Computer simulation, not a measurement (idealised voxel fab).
The process module that follows is named voxel transistor to metal.
Cross-section cut spans 195 nm and uses square cells 5 nm in size.
Cross-section format: a grid of square cells, given as bands from top to bottom; each band is one or more rows of cells. Heights first: top, then bottom, in nm. Then materials, left to right, each with a width in nm. "all across" on a single material: fills the band edge to edge. "blank": empty space. We count height from 0. Below that, the starting wafer is all one material. The lowest band never ends at the bottom but goes on down; see "0 nm and below" for how that is written. The notation "30..40" denotes a width that varies across the rows of cells in the band, beginning at the first number in the top row, finishing at the second number in the bottom row, and changing by an identical amount from each row to the next. A step reported as "identical to before" is a step in which no cell of the cross-section changed. The entry "Cavities, sealed" lists the empty spaces that cover at least 8 cells and have no open path to the top. Each is written as width x height at distance, where the distance is measured from the left edge and all three values are in nm. Text after the settings on a step's line: the simulator's own remark on that step. overlay nm: mask offset rightward from planned place, masked step; negative means leftward offset.
-- Process steps foreseen in the plan
| 1 | RECEIVE, material Si |
| 2 | OXIDIZE, depth nm 5 |
| 3 | CONFORMAL_DEP, material SiN, thk nm 10 |
| 4 | DIRECTIONAL_DEP, material aC, thk nm 15 |
| 5 | PATTERN, tone cover, mask id ACTIVE, material resist, width nm 130, thk nm 30, overlay nm 0 |
| 6 | DIRECTIONAL_ETCH, etch materials aC, depth nm 15 |
| 7 | STRIP, etch materials resist |
| 8 | DIRECTIONAL_ETCH, etch materials SiN, depth nm 10 |
| 9 | DIRECTIONAL_ETCH, etch materials SiO2, depth nm 5 |
| 10 | DIRECTIONAL_ETCH, etch materials Si, depth nm 30 |
| 11 | STRIP, etch materials aC |
| 12 | FILL_DEP, material SiO2, thk nm 5 |
| 13 | CMP, height nm 10 |
| 14 | SELECTIVE_ETCH, etch materials SiO2, depth nm 10 |
| 15 | STRIP, etch materials SiN |
| 16 | SELECTIVE_ETCH, etch materials SiO2, depth nm 5 |
| 17 | OXIDIZE, depth nm 5 |
| 18 | DIRECTIONAL_DEP, material polySi, thk nm 30 |
| 19 | DIRECTIONAL_DEP, material SiCN, thk nm 10 |
| 20 | DIRECTIONAL_DEP, material aC, thk nm 15 |
| 21 | PATTERN, tone cover, mask id GATE, material resist, width nm 30, thk nm 30, overlay nm 0 |
| 22 | DIRECTIONAL_ETCH, etch materials aC, depth nm 15 |
| 23 | STRIP, etch materials resist |
| 24 | DIRECTIONAL_ETCH, etch materials SiCN, depth nm 20 |
| 25 | DIRECTIONAL_ETCH, etch materials polySi, depth nm 40 |
| 26 | STRIP, etch materials aC |
| 27 | CONFORMAL_DEP, material SiN, thk nm 10 |
| 28 | DIRECTIONAL_ETCH, etch materials SiN, depth nm 10 |
| 29 | DIRECTIONAL_ETCH, etch materials SiO2, depth nm 5 |
| 30 | DIRECTIONAL_ETCH, etch materials Si, depth nm 10 |
| 31 | EPI, material pSi, thk nm 10 |
| 32 | FILL_DEP, material SiO2, thk nm 10 |
| 33 | CMP, height nm 25 |
| 34 | STRIP, etch materials polySi |
| 35 | SELECTIVE_ETCH, etch materials SiO2, depth nm 5 |
| 36 | CONFORMAL_DEP, material HfO2, thk nm 5 |
| 37 | CONFORMAL_DEP, material TiN, thk nm 5 |
| 38 | FILL_DEP, material W, thk nm 10 |
| 39 | CMP, height nm 20 |
| 40 | DIRECTIONAL_DEP, material SiO2, thk nm 10 |
| 41 | PATTERN, tone open, mask id CONTACT, material resist, width nm 20, pitch nm 90, thk nm 20, overlay nm 0 |
| 42 | DIRECTIONAL_ETCH, etch materials SiO2, depth nm 40 |
| 43 | STRIP, etch materials resist |
| 44 | CONFORMAL_DEP, material TiN, thk nm 5 |
| 45 | FILL_DEP, material W, thk nm 10 |
| 46 | CMP, height nm 30 |
| 47 | DIRECTIONAL_DEP, material TiN, thk nm 5 |
| 48 | DIRECTIONAL_DEP, material Ru, thk nm 25 |
| 49 | MASKED_ETCH, tone cover, mask id METAL_1, width nm 20, pitch nm 90, etch materials Ru, depth nm 25, overlay nm 0 |
| 50 | MASKED_ETCH, tone cover, mask id METAL_1, width nm 20, pitch nm 90, etch materials TiN, depth nm 5, overlay nm 0 |
| 51 | CONFORMAL_DEP, material SiN, thk nm 5 |
| 52 | FILL_DEP, material SiO2, thk nm 5 |
| 53 | CMP, height nm 60 |
| 54 | CONFORMAL_DEP, material SiCN, thk nm 5 |
-- Wafer at receipt (post step 1), cross-section
> 0 nm and below  Si all across
> Cavities, sealed: none
-- End-of-module cross-section of the first of two wafers, processed as planned
> 65 nm to 60 nm  SiCN all across
> 60 nm to 35 nm  SiO2 35 / SiN 5 / Ru 20 / SiN 5 / SiO2 60 / SiN 5 / Ru 20 / SiN 5 / SiO2 40
> 35 nm to 30 nm  SiN 40 / TiN 20 / SiN 70 / TiN 20 / SiN 45
> 30 nm to 20 nm  SiO2 40 / TiN 5 / W 10 / TiN 5 / SiO2 70 / TiN 5 / W 10 / TiN 5 / SiO2 45
> 20 nm to 0 nm  SiO2 40 / TiN 5 / W 10 / TiN 5 / SiO2 10 / SiN 10 / HfO2 5 / TiN 5 / W 10 / TiN 5 / HfO2 5 / SiN 10 / SiO2 10 / TiN 5 / W 10 / TiN 5 / SiO2 45
> 0 nm to -5 nm  SiO2 40 / TiN 5 / W 10 / TiN 5 / pSi 10 / SiN 10 / HfO2 5 / TiN 20 / HfO2 5 / SiN 10 / pSi 10 / TiN 5 / W 10 / TiN 5 / SiO2 45
> -5 nm to -10 nm  SiO2 40 / TiN 20 / pSi 10 / SiO2 5 / HfO2 40 / SiO2 5 / pSi 10 / TiN 20 / SiO2 45
> -10 nm to -20 nm  SiO2 30 / pSi 40 / Si 50 / pSi 40 / SiO2 35
> -20 nm to -35 nm  SiO2 30 / Si 130 / SiO2 35
> -35 nm and below  Si all across
> Cavities, sealed: none
-- End of module, second wafer, cross-section. Started like the first, planned like the first, run with one mistake
> 65 nm to 60 nm  SiCN all across
> 60 nm to 35 nm  SiO2 35 / SiN 5 / Ru 20 / SiN 5 / SiO2 60 / SiN 5 / Ru 20 / SiN 5 / SiO2 40
> 35 nm to 30 nm  SiN 40 / TiN 20 / SiN 70 / TiN 20 / SiN 45
> 30 nm to 25 nm  SiO2 40 / TiN 5 / W 10 / TiN 5 / SiO2 70 / TiN 5 / W 10 / TiN 5 / SiO2 45
> 25 nm to 20 nm  SiO2 40 / TiN 20 / SiO2 70 / TiN 20 / SiO2 45
> 20 nm to 0 nm  W 70 / TiN 5 / HfO2 5 / SiN 10 / SiO2 10 / SiN 10 / HfO2 5 / TiN 5 / W 75
> 0 nm to -5 nm  TiN 75 / HfO2 5 / SiN 10 / pSi 10 / SiN 10 / HfO2 5 / TiN 80
> -5 nm to -10 nm  HfO2 85 / SiO2 5 / pSi 10 / SiO2 5 / HfO2 90
> -10 nm to -20 nm  SiO2 30 / Si 60 / pSi 10 / Si 60 / SiO2 35
> -20 nm to -35 nm  SiO2 30 / Si 130 / SiO2 35
> -35 nm and below  Si all across
> Cavities, sealed: none
What was the processing mistake? step 21 ran differently from the plan; actual operation with settings: PATTERN, tone open, mask id GATE, material resist, width nm 30, thk nm 30, overlay nm 0
Cell-count delta at end, second wafer over first, by material: HfO2 +27; Si +28; SiO2 -110; TiN +3; W +84; pSi -32
